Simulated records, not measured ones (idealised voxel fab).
process module | voxel ribs on slabs
cross-section cut | 285 nm wide | cells 5 nm
A cross-section is a grid of square cells, given in bands from the top down. A band is one or more rows of cells.
Each band's line starts with the height of the band's top and of its bottom, in nm. Then come its materials from left to right, each with its width in nm. One material with "throughout" fills the band from edge to edge. "air" is empty space.
Height 0 is the level under which the wafer as received is all one material. The lowest band goes on downwards, as in "0 down".
A width such as "30 to 40" changes by the same amount from each row of cells to the next, from the band's top row to its bottom row.
"no change" after a step means that no cell of the cross-section changed.
closed voids: empty space of 8 cells or more with no open way to the top, each as width x height at its distance from the left edge, in nm
after a step's settings: what the simulator itself notes on the step
overlay nm, on a step with a mask: how far to the right of its planned place the mask lay; to the left if negative
plan
1 op RECEIVE | material Si
2 op DIRECTIONAL_DEP | material SiO2 | thk nm 25
3 op DIRECTIONAL_DEP | material SiN | thk nm 20
4 op DIRECTIONAL_DEP | material aC | thk nm 10
5 op PATTERN | tone cover | mask id RIB | material resist | width nm 25 | thk nm 25 | overlay nm 0
6 op DIRECTIONAL_ETCH | etch materials aC | depth nm 10
7 op STRIP | etch materials resist
8 op DIRECTIONAL_ETCH | etch materials SiN | depth nm 5
9 op STRIP | etch materials aC
10 op DIRECTIONAL_DEP | material aC | thk nm 10
11 op PATTERN | tone cover | mask id SLAB | material resist | width nm 55 | thk nm 30 | overlay nm 0
12 op DIRECTIONAL_ETCH | etch materials aC | depth nm 10
13 op STRIP | etch materials resist
14 op DIRECTIONAL_ETCH | etch materials SiN | depth nm 15
15 op STRIP | etch materials aC
16 op FILL_DEP | material SiO2 | thk nm 15
17 op CMP | height nm 55
18 op DIRECTIONAL_DEP | material W | thk nm 5
19 op PATTERN | tone cover | mask id HEATER | material resist | width nm 35 | thk nm 20 | overlay nm 0
20 op DIRECTIONAL_ETCH | etch materials W | depth nm 5
21 op STRIP | etch materials resist
22 op CONFORMAL_DEP | material SiO2 | thk nm 5
as received, after step 1
  0 down: Si throughout
  closed voids: none
first wafer at the end, as planned
  65 to 60: air 120 | SiO2 45 | air 120
  60 to 55: SiO2 125 | W 35 | SiO2 125
  55 to 45: SiO2 throughout
  45 to 40: SiO2 130 | SiN 25 | SiO2 130
  40 to 25: SiO2 115 | SiN 55 | SiO2 115
  25 to 0: SiO2 throughout
  0 down: Si throughout
  closed voids: none
second wafer at the end: like start, like plan, one mistake
  60 to 55: air 120 | SiO2 45 | air 120
  55 to 50: SiO2 125 | W 35 | SiO2 125
  50 to 45: SiO2 throughout
  45 to 40: SiO2 130 | SiN 25 | SiO2 130
  40 to 25: SiO2 115 | SiN 55 | SiO2 115
  25 to 0: SiO2 throughout
  0 down: Si throughout
  closed voids: none
what went wrong: step 17 ran as: op CMP | height nm 50
at the end the second wafer has, in cells: 57 fewer of SiO2
